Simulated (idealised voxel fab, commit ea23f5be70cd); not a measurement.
The process module that follows is named voxel fin reveal.
FYI the section here is cut, 285 nm wide, cells are 5 nm squares.
For the purposes of this document, a cross-section shall be understood as a grid of square cells, specified as bands listed in top-to-bottom order, each band consisting of one or more rows of cells. The band entry comprises the height of the band's top followed by the height of its bottom, expressed in nm, and subsequently the band's materials from left to right, each stated together with its width in nm. Where a single material is marked with the word "everywhere", that material fills the band from edge to edge. The word "air" represents empty space. Height datum 0, below which the as-received substrate wafer is one material. Lowest band open at the bottom, running downward: "z 0 and below". So if you see something like "30..40" for the width, read it as the top row of the band sitting at the first number and the bottom row at the second, with every row in between moving by the same amount as the last. It should be understood that the words "stayed the same", when stated for a given step, signify that the cross-section underwent no change in any of its cells during that step. You'll see "Enclosed void catalog" listing empty spaces that have no way open to the top, as long as they're 8 cells or more; the notation is width x height at distance, where the distance is from the left edge, and all of it is in nm. Anything after a step's settings on that line? It's the simulator's own note about the step. What "overlay nm" on a step's line means: if the step has a mask, that mask lay this far to the right of its planned place, or, when the value is negative, to the left.

SET OUT BELOW ARE THE PLANNED STEPS OF THE PROCESS
step 1: op RECEIVE | material Si
step 2: op CONFORMAL_DEP | material SiN | thk nm 10
step 3: op DIRECTIONAL_DEP | material aC | thk nm 15
step 4: op PATTERN | tone cover | mask id FINS | material resist | width nm 15 | pitch nm 40 | thk nm 30 | overlay nm 0
step 5: op DIRECTIONAL_ETCH | etch materials aC | depth nm 15
step 6: op STRIP | etch materials resist
step 7: op DIRECTIONAL_ETCH | etch materials SiN | depth nm 10
step 8: op DIRECTIONAL_ETCH | etch materials Si | depth nm 35
step 9: op STRIP | etch materials aC
step 10: op FILL_DEP | material SiO2 | thk nm 10
step 11: op CMP | height nm 10
step 12: op SELECTIVE_ETCH | etch materials SiO2 | depth nm 20
step 13: op STRIP | etch materials SiN
step 14: op CONFORMAL_DEP | material HfO2 | thk nm 5

FIRST OF THE TWO WAFERS, RUN PER PLAN

THE CROSS-SECTION HERE SHOWS THE WAFER AS RECEIVED, I.E. IN ITS STATE AFTER STEP 1
    z 0 and below  Si everywhere
    Enclosed void catalog: none

WAFER SECTION VIEW AFTER PROCESSING STEP 2
    z 10 to 0  SiN everywhere
    All layers under 0 are left as they were.

WAFER SECTION VIEW AFTER PROCESSING STEP 3
    z 25 to 10  aC everywhere
    All layers under 10 are left as they were.

WAFER SECTION VIEW AFTER PROCESSING STEP 4
    z 55 to 25  95 air; 15 resist; 25 air; 15 resist; 25 air; 15 resist; 95 air
    All layers under 25 are left as they were.

WAFER SECTION VIEW AFTER PROCESSING STEP 5
    z 40 to 25  95 air; 15 resist; 25 air; 15 resist; 25 air; 15 resist; 95 air
    z 25 to 10  95 air; 15 aC; 25 air; 15 aC; 25 air; 15 aC; 95 air
    All layers under 10 are left as they were.

WAFER SECTION VIEW AFTER PROCESSING STEP 6
    z 25 to 10  95 air; 15 aC; 25 air; 15 aC; 25 air; 15 aC; 95 air
    All layers under 10 are left as they were.

WAFER SECTION VIEW AFTER PROCESSING STEP 7
    z 25 to 10  95 air; 15 aC; 25 air; 15 aC; 25 air; 15 aC; 95 air
    z 10 to 0  95 air; 15 SiN; 25 air; 15 SiN; 25 air; 15 SiN; 95 air
    All layers under 0 are left as they were.

WAFER SECTION VIEW AFTER PROCESSING STEP 8
    z 25 to 10  95 air; 15 aC; 25 air; 15 aC; 25 air; 15 aC; 95 air
    z 10 to 0  95 air; 15 SiN; 25 air; 15 SiN; 25 air; 15 SiN; 95 air
    z 0 to -35  95 air; 15 Si; 25 air; 15 Si; 25 air; 15 Si; 95 air
    All layers under -35 are left as they were.

WAFER SECTION VIEW AFTER PROCESSING STEP 9
    z 10 to 0  95 air; 15 SiN; 25 air; 15 SiN; 25 air; 15 SiN; 95 air
    All layers under 0 are left as they were.

WAFER SECTION VIEW AFTER PROCESSING STEP 10
    z 20 to 10  SiO2 everywhere
    z 10 to 0  95 SiO2; 15 SiN; 25 SiO2; 15 SiN; 25 SiO2; 15 SiN; 95 SiO2
    z 0 to -35  95 SiO2; 15 Si; 25 SiO2; 15 Si; 25 SiO2; 15 Si; 95 SiO2
    All layers under -35 are left as they were.

WAFER SECTION VIEW AFTER PROCESSING STEP 11
    z 10 to 0  95 SiO2; 15 SiN; 25 SiO2; 15 SiN; 25 SiO2; 15 SiN; 95 SiO2
    All layers under 0 are left as they were.

WAFER SECTION VIEW AFTER PROCESSING STEP 12
    z 10 to 0  95 air; 15 SiN; 25 air; 15 SiN; 25 air; 15 SiN; 95 air
    z 0 to -10  95 air; 15 Si; 25 air; 15 Si; 25 air; 15 Si; 95 air
    All layers under -10 are left as they were.

WAFER SECTION VIEW AFTER PROCESSING STEP 13
    z 0 to -10  95 air; 15 Si; 25 air; 15 Si; 25 air; 15 Si; 95 air
    All layers under -10 are left as they were.

WAFER SECTION VIEW AFTER PROCESSING STEP 14
    z 5 to 0  90 air; 25 HfO2; 15 air; 25 HfO2; 15 air; 25 HfO2; 90 air
    z 0 to -5  90 air; 5 HfO2; 15 Si; 5 HfO2; 15 air; 5 HfO2; 15 Si; 5 HfO2; 15 air; 5 HfO2; 15 Si; 5 HfO2; 90 air
    z -5 to -10  95 HfO2; 15 Si; 25 HfO2; 15 Si; 25 HfO2; 15 Si; 95 HfO2
    All layers under -10 are left as they were.

HERE THE SECOND WAFER IS DESCRIBED. ITS START AND ITS PLAN WERE THOSE OF THE FIRST WAFER. ITS RUN CONTAINED ONE MISTAKE. UP TO AND INCLUDING STEP 13, IT DID EXACTLY WHAT THE FIRST WAFER DID

HERE IS THE SECOND WAFER IN CROSS-SECTION AT THE POINT WHERE STEP 14 OF THE PLAN SHOULD HAVE BEEN DONE
    z 5 to 0  90 air; 25 SiN; 15 air; 25 SiN; 15 air; 25 SiN; 90 air
    z 0 to -5  90 air; 5 SiN; 15 Si; 5 SiN; 15 air; 5 SiN; 15 Si; 5 SiN; 15 air; 5 SiN; 15 Si; 5 SiN; 90 air
    z -5 to -10  95 SiN; 15 Si; 25 SiN; 15 Si; 25 SiN; 15 Si; 95 SiN
    All layers under -10 are left as they were.
What went wrong in running the wafer? step 14 changed vs plan, executed as op CONFORMAL_DEP | material SiN | thk nm 5
The final cell counts differ between the wafers, with the second having more or fewer of some materials than the first: HfO2 -69 | SiN +69
